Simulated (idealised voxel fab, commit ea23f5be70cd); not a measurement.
process module | voxel air gaps
cross-section cut | 235 nm wide | cells 5 nm
A cross-section is a grid of square cells, given in bands from the top down. A band is one or more rows of cells.
Each band's line starts with the height of the band's top and of its bottom, in nm. Then come its materials from left to right, each with its width in nm. One material with "throughout" fills the band from edge to edge. "air" is empty space.
Height 0 is the level under which the wafer as received is all one material. The lowest band goes on downwards, as in "0 down".
A width such as "30 to 40" changes by the same amount from each row of cells to the next, from the band's top row to its bottom row.
"no change" after a step means that no cell of the cross-section changed.
closed voids: empty space of 8 cells or more with no open way to the top, each as width x height at its distance from the left edge, in nm
after a step's settings: what the simulator itself notes on the step
overlay nm, on a step with a mask: how far to the right of its planned place the mask lay; to the left if negative
plan
1 op RECEIVE | material Si
2 op CONFORMAL_DEP | material SiO2 | thk nm 10
3 op CONFORMAL_DEP | material SiN | thk nm 5
4 op DIRECTIONAL_DEP | material SiO2 | thk nm 40
5 op DIRECTIONAL_DEP | material aC | thk nm 15
6 op PATTERN | tone open | mask id LINES | material resist | width nm 15 | pitch nm 45 | thk nm 30 | overlay nm 0
7 op DIRECTIONAL_ETCH | etch materials aC | depth nm 15
8 op STRIP | etch materials resist
9 op DIRECTIONAL_ETCH | etch materials SiO2 | depth nm 40
10 op STRIP | etch materials aC
11 op CONFORMAL_DEP | material TiN | thk nm 5
12 op FILL_DEP | material Ru | thk nm 10
13 op CMP | height nm 55
14 op EPI | material Ru | thk nm 10
15 op SELECTIVE_ETCH | etch materials SiO2 | depth nm 50
16 op CONFORMAL_DEP | material SiN | thk nm 5
as received, after step 1
  0 down: Si throughout
  closed voids: none
first wafer at the end, as planned
  70 to 65: air 50 | SiN 135 | air 50
  65 to 55: air 50 | SiN 5 | Ru 35 | SiN 10 | Ru 35 | SiN 10 | Ru 35 | SiN 5 | air 50
  55 to 50: air 50 | SiN 15 | TiN 5 | Ru 5 | TiN 5 | SiN 30 | TiN 5 | Ru 5 | TiN 5 | SiN 30 | TiN 5 | Ru 5 | TiN 5 | SiN 15 | air 50
  50 to 20: air 60 | SiN 5 | TiN 5 | Ru 5 | TiN 5 | SiN 5 | air 20 | SiN 5 | TiN 5 | Ru 5 | TiN 5 | SiN 5 | air 20 | SiN 5 | TiN 5 | Ru 5 | TiN 5 | SiN 5 | air 60
  20 to 15: SiN 65 | TiN 15 | SiN 30 | TiN 15 | SiN 30 | TiN 15 | SiN 65
  15 to 10: SiN throughout
  10 to 0: SiO2 throughout
  0 down: Si throughout
  closed voids: 20 x 30 at 85; 20 x 30 at 130
second wafer at the end: like start, like plan, one mistake
  70 to 65: air 40 | SiN 135 | air 60
  65 to 55: air 40 | SiN 5 | Ru 35 | SiN 10 | Ru 35 | SiN 10 | Ru 35 | SiN 5 | air 60
  55 to 50: air 40 | SiN 15 | TiN 5 | Ru 5 | TiN 5 | SiN 30 | TiN 5 | Ru 5 | TiN 5 | SiN 30 | TiN 5 | Ru 5 | TiN 5 | SiN 15 | air 60
  50 to 20: air 50 | SiN 5 | TiN 5 | Ru 5 | TiN 5 | SiN 5 | air 20 | SiN 5 | TiN 5 | Ru 5 | TiN 5 | SiN 5 | air 20 | SiN 5 | TiN 5 | Ru 5 | TiN 5 | SiN 5 | air 70
  20 to 15: SiN 55 | TiN 15 | SiN 30 | TiN 15 | SiN 30 | TiN 15 | SiN 75
  15 to 10: SiN throughout
  10 to 0: SiO2 throughout
  0 down: Si throughout
  closed voids: 20 x 30 at 75; 20 x 30 at 120
what went wrong: step 6 ran as: op PATTERN | tone open | mask id LINES | material resist | width nm 15 | pitch nm 45 | thk nm 30 | overlay nm -10
at the end the second wafer has, in cells: as many of each material as the first, in other places
